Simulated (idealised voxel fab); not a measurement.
Process module heading - voxel tone inversion
cross-section cut | 295 nm wide | cells 5 nm
Cross-section, as written here: a square-cell grid given band by band from the top down, where a band holds one or more rows of cells. Read a band's entry like this: the first values are the height of its top and the height of its bottom in nm, and what follows is the sequence of materials from left to right, each with its width in nm. Note that "air" is empty space, and that a single material marked "edge to edge" reaches across the band from edge to edge. Heights are measured from 0, the level below which the as-received wafer is all one material; the lowest band has no bottom and continues downward, written as in "0 and below". Top row gets the first number, bottom row gets the second, and each row in between changes by the same step: that is how a band width like "30 to 40" works. A step reported as "same as before" is a step in which no cell of the cross-section changed. "Trapped cavities" - sealed voids, min. 8 cells, no opening to top; format: width x height at distance (distance from left edge; nm throughout). Step line, after settings: the simulator's comment on this step. The setting "overlay nm" may be written on the line of a step. When the step uses a mask, the value reports how far to the right of the planned place the mask lay, and a negative value reports that it lay to the left.

-- Process steps (planned)
1,RECEIVE, material Si
2,CONFORMAL_DEP, material SiN, thk nm 10
3,DIRECTIONAL_DEP, material polySi, thk nm 20
4,PATTERN, tone cover, mask id POSTS, material resist, width nm 20, pitch nm 50, thk nm 30, overlay nm 0
5,DIRECTIONAL_ETCH, etch materials polySi, depth nm 20
6,STRIP, etch materials resist
7,FILL_DEP, material lowk, thk nm 10
8,CMP, height nm 30
9,STRIP, etch materials polySi
10,CONFORMAL_DEP, material TiN, thk nm 5
11,FILL_DEP, material Ru, thk nm 5
12,CMP, height nm 30
13,CONFORMAL_DEP, material SiCN, thk nm 5

-- Delivered wafer in cross-section: state after step 1
	0 and below | Si edge to edge
	Trapped cavities: none

-- Run as planned - first of the two wafers cross-sectioned at the end of the module
	35 down to 30 | SiCN edge to edge
	30 down to 15 | 110 nm lowk, 5 nm TiN, 10 nm Ru, 5 nm TiN, 30 nm lowk, 5 nm TiN, 10 nm Ru, 5 nm TiN, 115 nm lowk
	15 down to 10 | 110 nm lowk, 20 nm TiN, 30 nm lowk, 20 nm TiN, 115 nm lowk
	10 down to 0 | SiN edge to edge
	0 and below | Si edge to edge
	Trapped cavities: none

-- This cross-section belongs to the second wafer of two at the end of the module; the start and the plan were shared with the first, and the run included one mistake
	35 down to 30 | SiCN edge to edge
	30 down to 15 | 115 nm lowk, 5 nm TiN, 10 nm Ru, 5 nm TiN, 30 nm lowk, 5 nm TiN, 10 nm Ru, 5 nm TiN, 110 nm lowk
	15 down to 10 | 115 nm lowk, 20 nm TiN, 30 nm lowk, 20 nm TiN, 110 nm lowk
	10 down to 0 | SiN edge to edge
	0 and below | Si edge to edge
	Trapped cavities: none
Want to know what went wrong? step 4 was not run as planned; what actually ran was PATTERN, tone cover, mask id POSTS, material resist, width nm 20, pitch nm 50, thk nm 30, overlay nm 5
Both wafers, final: cells per material equal; arrangement not.
